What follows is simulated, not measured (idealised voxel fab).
The document below concerns the process module designated voxel released beams.
Square cells of 5 nm make up the cross-section cut, whose width is 255 nm.
Cross-section, as written here: a square-cell grid given band by band from the top down, where a band holds one or more rows of cells. In this notation a band is specified by the heights of its top and bottom, in that order and in nm, after which its materials appear from left to right, each paired with its width in nm. The word "everywhere" attached to a single material means that material fills the band from edge to edge; the word "blank" stands for empty space. Counting heights begins at 0, where everything beneath is, in the wafer as received, one material. The lowest band has no bottom; it goes on downwards, as "z 0 and below" shows. It should be noted that a width expressed as "30 to 40" varies in equal increments from row to row of cells within the band, taking the value of the first number at the top row and that of the second number at the bottom row. Any step labelled "nothing different" changed none of the cells in the cross-section. "Non-vented voids" means: voids of 8 cells or more that are shut off from the top with no open way through. Written width x height at distance, distance from the left edge, in nm. On a step's line, text after the settings is the simulator commenting on that step. overlay nm: step with mask; distance mask lay right of planned place; negative value = left of planned place.

## plan
- 1: RECEIVE | material Si
- 2: CONFORMAL_DEP | material Al2O3 | thk nm 10
- 3: DIRECTIONAL_DEP | material SiO2 | thk nm 15
- 4: DIRECTIONAL_DEP | material aC | thk nm 15
- 5: PATTERN | tone open | mask id ANCHOR | material resist | width nm 45 | thk nm 30 | overlay nm -15
- 6: DIRECTIONAL_ETCH | etch materials aC | depth nm 15
- 7: STRIP | etch materials resist
- 8: DIRECTIONAL_ETCH | etch materials SiO2 | depth nm 15
- 9: STRIP | etch materials aC
- 10: CONFORMAL_DEP | material polySi | thk nm 15
- 11: PATTERN | tone cover | mask id BEAM | material resist | width nm 110 | thk nm 20 | overlay nm 0
- 12: DIRECTIONAL_ETCH | etch materials polySi | depth nm 15
- 13: STRIP | etch materials resist
- 14: STRIP | etch materials SiO2
Wafers differ in overlay nm at step 5; plan lists the first wafer's value; identical starting state.

## The first of several wafers as received, shown in cross-section; this is its state after step 1
    z 0 and below | Si everywhere
    Non-vented voids: none

## Below, a row for every wafer. Read it as the end-of-module picture: for each material the wafer shows its cells gained (+) or lost (-) since it was received, and then its closed voids
overlay nm -15, +102 Al2O3, +84 polySi, Non-vented voids: none
overlay nm -10, +102 Al2O3, +84 polySi, Non-vented voids: none
overlay nm -5, +102 Al2O3, +84 polySi, Non-vented voids: none
overlay nm 0, +102 Al2O3, +84 polySi, Non-vented voids: none
overlay nm 5, +102 Al2O3, +84 polySi, Non-vented voids: none
overlay nm 10, +102 Al2O3, +84 polySi, Non-vented voids: none
overlay nm 15, +102 Al2O3, +84 polySi, Non-vented voids: none
